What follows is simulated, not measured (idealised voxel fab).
Documented hereafter: the process module known as voxel spacer lines.
Pictured: cross-section cut, 275 nm wide, on a grid of 5 nm square cells.
Cross-section = grid of square cells, listed top down in bands; band = one or more rows. It is stipulated that each band's entry specify, in nanometres, the height of the top of the band and then that of its bottom, followed by the materials of the band in left-to-right sequence, each together with its width in nanometres. A single material marked by the word "full width" is understood to fill the band from edge to edge; the word "air" is understood to denote empty space. Basically, 0 is our baseline, since under it the wafer straight out of the box is all one material. The bottom band has no lower end and keeps on going down, so it looks like "0 and below". Think of "30->40" as a width that walks from the first number to the second as you go down the band, top row to bottom row, taking equal-sized steps from row to row. What does "no change occurred" mean for a step? It means no cell of the cross-section changed in that step. Closed empty spaces (no open way to the top) of 8 cells or more are what "Closed internal cavities" lists, each as width x height at distance from the left edge, nm for all three. after a step's settings: what the simulator itself notes on the step. Regarding "overlay nm": on a step with a mask, it is the distance the mask lay to the right of its planned place; a negative value places it to the left.
## The process steps that were planned are listed below
1: RECEIVE with material Si
2: CONFORMAL_DEP with material Al2O3, thk nm 5
3: DIRECTIONAL_DEP with material SiN, thk nm 10
4: DIRECTIONAL_DEP with material aC, thk nm 20
5: PATTERN with tone cover, mask id MANDREL, material resist, width nm 15, pitch nm 60, thk nm 30, overlay nm 0
6: DIRECTIONAL_ETCH with etch materials aC, depth nm 20
7: STRIP with etch materials resist
8: CONFORMAL_DEP with material SiO2, thk nm 15
9: DIRECTIONAL_ETCH with etch materials SiO2, depth nm 15
10: STRIP with etch materials aC
11: DIRECTIONAL_ETCH with etch materials SiN, depth nm 10
12: STRIP with etch materials SiO2
13: FILL_DEP with material lowk, thk nm 5
14: CMP with height nm 15
## So this is the incoming wafer in cross-section - it's already been through step 1
    0 and below  Si full width
    Closed internal cavities: none
## First of two wafers, end-of-module section, run followed plan
    15 down to 5  55 of lowk / 15 of SiN / 15 of lowk / 15 of SiN / 15 of lowk / 15 of SiN / 15 of lowk / 15 of SiN / 15 of lowk / 15 of SiN / 15 of lowk / 15 of SiN / 55 of lowk
    5 down to 0  Al2O3 full width
    0 and below  Si full width
    Closed internal cavities: none
## Wafer two, sectioned after the module: the first wafer's start, the first wafer's plan, and one mistake in how it was run
    15 down to 5  55 of lowk / 15 of SiN / 20 of lowk / 15 of SiN / 10 of lowk / 15 of SiN / 20 of lowk / 15 of SiN / 10 of lowk / 15 of SiN / 20 of lowk / 15 of SiN / 50 of lowk
    5 down to 0  Al2O3 full width
    0 and below  Si full width
    Closed internal cavities: none
Where did the run depart from the plan? so step 5 ended up running with a different setting than we planned, it ran as PATTERN with tone cover, mask id MANDREL, material resist, width nm 20, pitch nm 60, thk nm 30, overlay nm 0
At the end, each material covers as many cells on the second wafer as it does on the first, though the cells it covers are elsewhere.
